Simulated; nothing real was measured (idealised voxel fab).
The process module presented herein is designated voxel transistor to metal.
Cross-section cut spans 275 nm and uses square cells 5 nm in size.
Just so we're on the same page, the cross-sections are grids of square cells, and they're listed out in bands top to bottom, each band one or more rows deep. It is stipulated that each band's entry specify, in nanometres, the height of the top of the band and then that of its bottom, followed by the materials of the band in left-to-right sequence, each together with its width in nanometres. A single material marked by the word "throughout" is understood to fill the band from edge to edge; the word "air" is understood to denote empty space. All heights in this document are referenced to 0, defined as the level beneath which the wafer, as received, consists entirely of one material. The lowest band is not bounded below; it extends indefinitely downward and is written in the form "0..down". The width entry "30 to 40" should be interpreted row by row: the top row of cells in the band takes the first number, the bottom row takes the second number, and the change between adjacent rows is uniform throughout. "nothing altered" means the step left every cell of the cross-section as it was. Entry "Voids, fully enclosed". Content: empty spaces with no open connection to the top, size 8 cells or greater. Each: width x height at distance. Distance: from left edge. Unit: nm. Past the settings on a step's line: simulator remark, on that step. Regarding "overlay nm": on a step with a mask, it is the distance the mask lay to the right of its planned place; a negative value places it to the left. So the way this works: pairs, before and after one process step. The after picture only goes down to the lowest band that actually changed, nothing below. Step and its settings are under each pair. And watch out, pairs might come from different runs of this module, same starting wafer though, so a pair only follows on from the one above if its "Prior to processing" entry tells you so.

Prior to processing:
- 85..60 | 25 air | 15 W | 65 air | 15 W | 35 air | 15 W | 65 air | 15 W | 25 air
- 60..55 | TiN throughout
- 55..45 | 25 SiO2 | 5 TiN | 20 W | 5 TiN | 35 SiO2 | 5 TiN | 20 W | 5 TiN | 35 SiO2 | 5 TiN | 20 W | 5 TiN | 35 SiO2 | 5 TiN | 20 W | 5 TiN | 25 SiO2
- 45..40 | 25 SiO2 | 30 TiN | 35 SiO2 | 30 TiN | 35 SiO2 | 30 TiN | 35 SiO2 | 30 TiN | 25 SiO2
- 40..25 | 55 TiN | 5 SiN | 25 SiCN | 5 SiN | 95 TiN | 5 SiN | 25 SiCN | 5 SiN | 55 TiN
- 25..10 | 55 TiN | 5 SiN | 25 polySi | 5 SiN | 95 TiN | 5 SiN | 25 polySi | 5 SiN | 55 TiN
- 10..5 | 35 TiN | 20 pSi | 5 SiN | 25 polySi | 5 SiN | 20 pSi | 55 TiN | 20 pSi | 5 SiN | 25 polySi | 5 SiN | 20 pSi | 35 TiN
- 5..0 | 15 TiN | 5 SiN | 15 TiN | 20 pSi | 5 SiN | 25 polySi | 5 SiN | 20 pSi | 15 TiN | 5 SiN | 15 TiN | 5 SiN | 15 TiN | 20 pSi | 5 SiN | 25 polySi | 5 SiN | 20 pSi | 15 TiN | 5 SiN | 15 TiN
- 0..-5 | 15 SiO2 | 5 SiN | 15 TiN | 20 pSi | 5 SiN | 25 polySi | 5 SiN | 20 pSi | 15 TiN | 5 SiN | 15 SiO2 | 5 SiN | 15 TiN | 20 pSi | 5 SiN | 25 polySi | 5 SiN | 20 pSi | 15 TiN | 5 SiN | 15 SiO2
- -5..-10 | 20 SiO2 | 35 pSi | 35 SiO2 | 35 pSi | 25 SiO2 | 35 pSi | 35 SiO2 | 35 pSi | 20 SiO2
- -10..-25 | 20 SiO2 | 35 pSi | 35 Si | 35 pSi | 25 SiO2 | 35 pSi | 35 Si | 35 pSi | 20 SiO2
- -25..-30 | 20 SiO2 | 105 Si | 25 SiO2 | 105 Si | 20 SiO2
- -30..down | Si throughout
- Voids, fully enclosed: none

Step Outcome:
- 85..60 | 25 air | 15 W | 65 air | 15 W | 35 air | 15 W | 65 air | 15 W | 25 air
- 60..55 | 25 air | 15 TiN | 65 air | 15 TiN | 35 air | 15 TiN | 65 air | 15 TiN | 25 air
- For the remainder of the cross-section, below 55, there is no change.
- Voids, fully enclosed: none
Which step turns the before cross-section above into the after cross-section? MASKED_ETCH: tone cover, mask id METAL_1, width nm 15, etch materials TiN, depth nm 5, overlay nm 0

Prior to processing: Please consult the pair immediately above; the cross-section it shows after its step is the state before this step.

Step Outcome:
- 90..85 | 20 air | 25 SiCN | 55 air | 25 SiCN | 25 air | 25 SiCN | 55 air | 25 SiCN | 20 air
- 85..60 | 20 air | 5 SiCN | 15 W | 5 SiCN | 55 air | 5 SiCN | 15 W | 5 SiCN | 25 air | 5 SiCN | 15 W | 5 SiCN | 55 air | 5 SiCN | 15 W | 5 SiCN | 20 air
- 60..55 | 25 SiCN | 15 TiN | 65 SiCN | 15 TiN | 35 SiCN | 15 TiN | 65 SiCN | 15 TiN | 25 SiCN
- For the remainder of the cross-section, below 55, there is no change.
- Voids, fully enclosed: none
Which step turns the before cross-section above into the after cross-section? CONFORMAL_DEP: material SiCN, thk nm 5

Prior to processing: Please consult the pair immediately above; the cross-section it shows after its step is the state before this step.

Step Outcome:
- 95..90 | SiO2 throughout
- 90..85 | 20 SiO2 | 25 SiCN | 55 SiO2 | 25 SiCN | 25 SiO2 | 25 SiCN | 55 SiO2 | 25 SiCN | 20 SiO2
- 85..60 | 20 SiO2 | 5 SiCN | 15 W | 5 SiCN | 55 SiO2 | 5 SiCN | 15 W | 5 SiCN | 25 SiO2 | 5 SiCN | 15 W | 5 SiCN | 55 SiO2 | 5 SiCN | 15 W | 5 SiCN | 20 SiO2
- For the remainder of the cross-section, below 60, there is no change.
- Voids, fully enclosed: none
Which step turns the before cross-section above into the after cross-section? FILL_DEP: material SiO2, thk nm 5

Prior to processing: Please consult the pair immediately above; the cross-section it shows after its step is the state before this step.

Step Outcome:
- 85..60 | 20 SiO2 | 5 SiCN | 15 W | 5 SiCN | 55 SiO2 | 5 SiCN | 15 W | 5 SiCN | 25 SiO2 | 5 SiCN | 15 W | 5 SiCN | 55 SiO2 | 5 SiCN | 15 W | 5 SiCN | 20 SiO2
- For the remainder of the cross-section, below 60, there is no change.
- Voids, fully enclosed: none
Which step turns the before cross-section above into the after cross-section? CMP: height nm 85

Prior to processing: Please consult the pair immediately above; the cross-section it shows after its step is the state before this step.

Step Outcome:
- 90..85 | SiN throughout
- For the remainder of the cross-section, below 85, there is no change.
- Voids, fully enclosed: none
Which step turns the before cross-section above into the after cross-section? CONFORMAL_DEP: material SiN, thk nm 5

Prior to processing:
- 55..40 | SiO2 throughout
- 40..25 | 55 SiO2 | 5 SiN | 25 SiCN | 5 SiN | 95 SiO2 | 5 SiN | 25 SiCN | 5 SiN | 55 SiO2
- 25..10 | 55 SiO2 | 5 SiN | 25 polySi | 5 SiN | 95 SiO2 | 5 SiN | 25 polySi | 5 SiN | 55 SiO2
- 10..5 | 35 SiO2 | 20 pSi | 5 SiN | 25 polySi | 5 SiN | 20 pSi | 55 SiO2 | 20 pSi | 5 SiN | 25 polySi | 5 SiN | 20 pSi | 35 SiO2
- 5..-5 | 15 SiO2 | 5 SiN | 15 SiO2 | 20 pSi | 5 SiN | 25 polySi | 5 SiN | 20 pSi | 15 SiO2 | 5 SiN | 15 SiO2 | 5 SiN | 15 SiO2 | 20 pSi | 5 SiN | 25 polySi | 5 SiN | 20 pSi | 15 SiO2 | 5 SiN | 15 SiO2
- -5..-10 | 20 SiO2 | 35 pSi | 35 SiO2 | 35 pSi | 25 SiO2 | 35 pSi | 35 SiO2 | 35 pSi | 20 SiO2
- -10..-25 | 20 SiO2 | 35 pSi | 35 Si | 35 pSi | 25 SiO2 | 35 pSi | 35 Si | 35 pSi | 20 SiO2
- -25..-30 | 20 SiO2 | 105 Si | 25 SiO2 | 105 Si | 20 SiO2
- -30..down | Si throughout
- Voids, fully enclosed: none

Step Outcome:
- 70..55 | 25 air | 30 resist | 35 air | 30 resist | 35 air | 30 resist | 35 air | 30 resist | 25 air
- For the remainder of the cross-section, below 55, there is no change.
- Voids, fully enclosed: none
Which step turns the before cross-section above into the after cross-section? PATTERN: tone cover, mask id CONTACT, material resist, width nm 30, pitch nm 65, thk nm 15, overlay nm 0

Prior to processing: Please consult the pair immediately above; the cross-section it shows after its step is the state before this step.

Step Outcome:
- 70..55 | 25 air | 30 resist | 35 air | 30 resist | 35 air | 30 resist | 35 air | 30 resist | 25 air
- 55..40 | 25 air | 30 SiO2 | 35 air | 30 SiO2 | 35 air | 30 SiO2 | 35 air | 30 SiO2 | 25 air
- 40..25 | 25 air | 30 SiO2 | 5 SiN | 25 SiCN | 5 SiN | 30 SiO2 | 35 air | 30 SiO2 | 5 SiN | 25 SiCN | 5 SiN | 30 SiO2 | 25 air
- 25..10 | 25 air | 30 SiO2 | 5 SiN | 25 polySi | 5 SiN | 30 SiO2 | 35 air | 30 SiO2 | 5 SiN | 25 polySi | 5 SiN | 30 SiO2 | 25 air
- 10..5 | 25 air | 10 SiO2 | 20 pSi | 5 SiN | 25 polySi | 5 SiN | 20 pSi | 10 SiO2 | 35 air | 10 SiO2 | 20 pSi | 5 SiN | 25 polySi | 5 SiN | 20 pSi | 10 SiO2 | 25 air
- 5..-5 | 15 air | 5 SiN | 5 air | 10 SiO2 | 20 pSi | 5 SiN | 25 polySi | 5 SiN | 20 pSi | 10 SiO2 | 5 air | 5 SiN | 15 air | 5 SiN | 5 air | 10 SiO2 | 20 pSi | 5 SiN | 25 polySi | 5 SiN | 20 pSi | 10 SiO2 | 5 air | 5 SiN | 15 air
- For the remainder of the cross-section, below -5, there is no change.
- Voids, fully enclosed: none
Which step turns the before cross-section above into the after cross-section? DIRECTIONAL_ETCH: etch materials SiO2, depth nm 60

Prior to processing: Please consult the pair immediately above; the cross-section it shows after its step is the state before this step.

Step Outcome:
- 55..40 | 25 air | 30 SiO2 | 35 air | 30 SiO2 | 35 air | 30 SiO2 | 35 air | 30 SiO2 | 25 air
- For the remainder of the cross-section, below 40, there is no change.
- Voids, fully enclosed: none
Which step turns the before cross-section above into the after cross-section? STRIP: etch materials resist

Prior to processing: Please consult the pair immediately above; the cross-section it shows after its step is the state before this step.

Step Outcome:
- 60..55 | 20 air | 40 TiN | 25 air | 40 TiN | 25 air | 40 TiN | 25 air | 40 TiN | 20 air
- 55..45 | 20 air | 5 TiN | 30 SiO2 | 5 TiN | 25 air | 5 TiN | 30 SiO2 | 5 TiN | 25 air | 5 TiN | 30 SiO2 | 5 TiN | 25 air | 5 TiN | 30 SiO2 | 5 TiN | 20 air
- 45..40 | 20 air | 5 TiN | 30 SiO2 | 35 TiN | 30 SiO2 | 5 TiN | 25 air | 5 TiN | 30 SiO2 | 35 TiN | 30 SiO2 | 5 TiN | 20 air
- 40..25 | 20 air | 5 TiN | 30 SiO2 | 5 SiN | 25 SiCN | 5 SiN | 30 SiO2 | 5 TiN | 25 air | 5 TiN | 30 SiO2 | 5 SiN | 25 SiCN | 5 SiN | 30 SiO2 | 5 TiN | 20 air
- 25..10 | 20 air | 5 TiN | 30 SiO2 | 5 SiN | 25 polySi | 5 SiN | 30 SiO2 | 5 TiN | 25 air | 5 TiN | 30 SiO2 | 5 SiN | 25 polySi | 5 SiN | 30 SiO2 | 5 TiN | 20 air
- 10..5 | 10 air | 15 TiN | 10 SiO2 | 20 pSi | 5 SiN | 25 polySi | 5 SiN | 20 pSi | 10 SiO2 | 15 TiN | 5 air | 15 TiN | 10 SiO2 | 20 pSi | 5 SiN | 25 polySi | 5 SiN | 20 pSi | 10 SiO2 | 15 TiN | 10 air
- 5..0 | 10 air | 5 TiN | 5 SiN | 5 TiN | 10 SiO2 | 20 pSi | 5 SiN | 25 polySi | 5 SiN | 20 pSi | 10 SiO2 | 5 TiN | 5 SiN | 5 TiN | 5 air | 5 TiN | 5 SiN | 5 TiN | 10 SiO2 | 20 pSi | 5 SiN | 25 polySi | 5 SiN | 20 pSi | 10 SiO2 | 5 TiN | 5 SiN | 5 TiN | 10 air
- 0..-5 | 15 TiN | 5 SiN | 5 TiN | 10 SiO2 | 20 pSi | 5 SiN | 25 polySi | 5 SiN | 20 pSi | 10 SiO2 | 5 TiN | 5 SiN | 15 TiN | 5 SiN | 5 TiN | 10 SiO2 | 20 pSi | 5 SiN | 25 polySi | 5 SiN | 20 pSi | 10 SiO2 | 5 TiN | 5 SiN | 15 TiN
- For the remainder of the cross-section, below -5, there is no change.
- Voids, fully enclosed: none
Which step turns the before cross-section above into the after cross-section? CONFORMAL_DEP: material TiN, thk nm 5

Prior to processing: Please consult the pair immediately above; the cross-section it shows after its step is the state before this step.

Step Outcome:
- 65..60 | W throughout
- 60..55 | 20 W | 40 TiN | 25 W | 40 TiN | 25 W | 40 TiN | 25 W | 40 TiN | 20 W
- 55..45 | 20 W | 5 TiN | 30 SiO2 | 5 TiN | 25 W | 5 TiN | 30 SiO2 | 5 TiN | 25 W | 5 TiN | 30 SiO2 | 5 TiN | 25 W | 5 TiN | 30 SiO2 | 5 TiN | 20 W
- 45..40 | 20 W | 5 TiN | 30 SiO2 | 35 TiN | 30 SiO2 | 5 TiN | 25 W | 5 TiN | 30 SiO2 | 35 TiN | 30 SiO2 | 5 TiN | 20 W
- 40..25 | 20 W | 5 TiN | 30 SiO2 | 5 SiN | 25 SiCN | 5 SiN | 30 SiO2 | 5 TiN | 25 W | 5 TiN | 30 SiO2 | 5 SiN | 25 SiCN | 5 SiN | 30 SiO2 | 5 TiN | 20 W
- 25..10 | 20 W | 5 TiN | 30 SiO2 | 5 SiN | 25 polySi | 5 SiN | 30 SiO2 | 5 TiN | 25 W | 5 TiN | 30 SiO2 | 5 SiN | 25 polySi | 5 SiN | 30 SiO2 | 5 TiN | 20 W
- 10..5 | 10 W | 15 TiN | 10 SiO2 | 20 pSi | 5 SiN | 25 polySi | 5 SiN | 20 pSi | 10 SiO2 | 15 TiN | 5 W | 15 TiN | 10 SiO2 | 20 pSi | 5 SiN | 25 polySi | 5 SiN | 20 pSi | 10 SiO2 | 15 TiN | 10 W
- 5..0 | 10 W | 5 TiN | 5 SiN | 5 TiN | 10 SiO2 | 20 pSi | 5 SiN | 25 polySi | 5 SiN | 20 pSi | 10 SiO2 | 5 TiN | 5 SiN | 5 TiN | 5 W | 5 TiN | 5 SiN | 5 TiN | 10 SiO2 | 20 pSi | 5 SiN | 25 polySi | 5 SiN | 20 pSi | 10 SiO2 | 5 TiN | 5 SiN | 5 TiN | 10 W
- For the remainder of the cross-section, below 0, there is no change.
- Voids, fully enclosed: none
Which step turns the before cross-section above into the after cross-section? FILL_DEP: material W, thk nm 5

Prior to processing: Please consult the pair immediately above; the cross-section it shows after its step is the state before this step.

Step Outcome:
- 55..45 | 20 W | 5 TiN | 30 SiO2 | 5 TiN | 25 W | 5 TiN | 30 SiO2 | 5 TiN | 25 W | 5 TiN | 30 SiO2 | 5 TiN | 25 W | 5 TiN | 30 SiO2 | 5 TiN | 20 W
- For the remainder of the cross-section, below 45, there is no change.
- Voids, fully enclosed: none
Which step turns the before cross-section above into the after cross-section? CMP: height nm 55

Prior to processing: Please consult the pair immediately above; the cross-section it shows after its step is the state before this step.

Step Outcome:
- 60..55 | TiN throughout
- For the remainder of the cross-section, below 55, there is no change.
- Voids, fully enclosed: none
Which step turns the before cross-section above into the after cross-section? DIRECTIONAL_DEP: material TiN, thk nm 5

Prior to processing: Please consult the pair immediately above; the cross-section it shows after its step is the state before this step.

Step Outcome:
- 85..60 | W throughout
- For the remainder of the cross-section, below 60, there is no change.
- Voids, fully enclosed: none
Which step turns the before cross-section above into the after cross-section? DIRECTIONAL_DEP: material W, thk nm 25

Prior to processing: Please consult the pair immediately above; the cross-section it shows after its step is the state before this step.

Step Outcome:
- 85..60 | 25 air | 15 W | 65 air | 15 W | 35 air | 15 W | 65 air | 15 W | 25 air
- For the remainder of the cross-section, below 60, there is no change.
- Voids, fully enclosed: none
Which step turns the before cross-section above into the after cross-section? MASKED_ETCH: tone cover, mask id METAL_1, width nm 15, etch materials W, depth nm 25, overlay nm 0

Prior to processing: Please consult the pair immediately above; the cross-section it shows after its step is the state before this step.

Step Outcome:
- 85..60 | 25 air | 15 W | 65 air | 15 W | 35 air | 15 W | 65 air | 15 W | 25 air
- 60..55 | 25 air | 15 TiN | 65 air | 15 TiN | 35 air | 15 TiN | 65 air | 15 TiN | 25 air
- For the remainder of the cross-section, below 55, there is no change.
- Voids, fully enclosed: none
Which step turns the before cross-section above into the after cross-section? MASKED_ETCH: tone cover, mask id METAL_1, width nm 15, etch materials TiN, depth nm 5, overlay nm 0

Prior to processing: Please consult the pair immediately above; the cross-section it shows after its step is the state before this step.

Step Outcome:
- 90..85 | 20 air | 25 SiCN | 55 air | 25 SiCN | 25 air | 25 SiCN | 55 air | 25 SiCN | 20 air
- 85..60 | 20 air | 5 SiCN | 15 W | 5 SiCN | 55 air | 5 SiCN | 15 W | 5 SiCN | 25 air | 5 SiCN | 15 W | 5 SiCN | 55 air | 5 SiCN | 15 W | 5 SiCN | 20 air
- 60..55 | 25 SiCN | 15 TiN | 65 SiCN | 15 TiN | 35 SiCN | 15 TiN | 65 SiCN | 15 TiN | 25 SiCN
- For the remainder of the cross-section, below 55, there is no change.
- Voids, fully enclosed: none
Which step turns the before cross-section above into the after cross-section? CONFORMAL_DEP: material SiCN, thk nm 5

Prior to processing: Please consult the pair immediately above; the cross-section it shows after its step is the state before this step.

Step Outcome:
- 95..90 | SiO2 throughout
- 90..85 | 20 SiO2 | 25 SiCN | 55 SiO2 | 25 SiCN | 25 SiO2 | 25 SiCN | 55 SiO2 | 25 SiCN | 20 SiO2
- 85..60 | 20 SiO2 | 5 SiCN | 15 W | 5 SiCN | 55 SiO2 | 5 SiCN | 15 W | 5 SiCN | 25 SiO2 | 5 SiCN | 15 W | 5 SiCN | 55 SiO2 | 5 SiCN | 15 W | 5 SiCN | 20 SiO2
- For the remainder of the cross-section, below 60, there is no change.
- Voids, fully enclosed: none
Which step turns the before cross-section above into the after cross-section? FILL_DEP: material SiO2, thk nm 5

Prior to processing: Please consult the pair immediately above; the cross-section it shows after its step is the state before this step.

Step Outcome:
- 85..60 | 20 SiO2 | 5 SiCN | 15 W | 5 SiCN | 55 SiO2 | 5 SiCN | 15 W | 5 SiCN | 25 SiO2 | 5 SiCN | 15 W | 5 SiCN | 55 SiO2 | 5 SiCN | 15 W | 5 SiCN | 20 SiO2
- For the remainder of the cross-section, below 60, there is no change.
- Voids, fully enclosed: none
Which step turns the before cross-section above into the after cross-section? CMP: height nm 85

Prior to processing: Please consult the pair immediately above; the cross-section it shows after its step is the state before this step.

Step Outcome:
- 90..85 | SiN throughout
- For the remainder of the cross-section, below 85, there is no change.
- Voids, fully enclosed: none
Which step turns the before cross-section above into the after cross-section? CONFORMAL_DEP: material SiN, thk nm 5
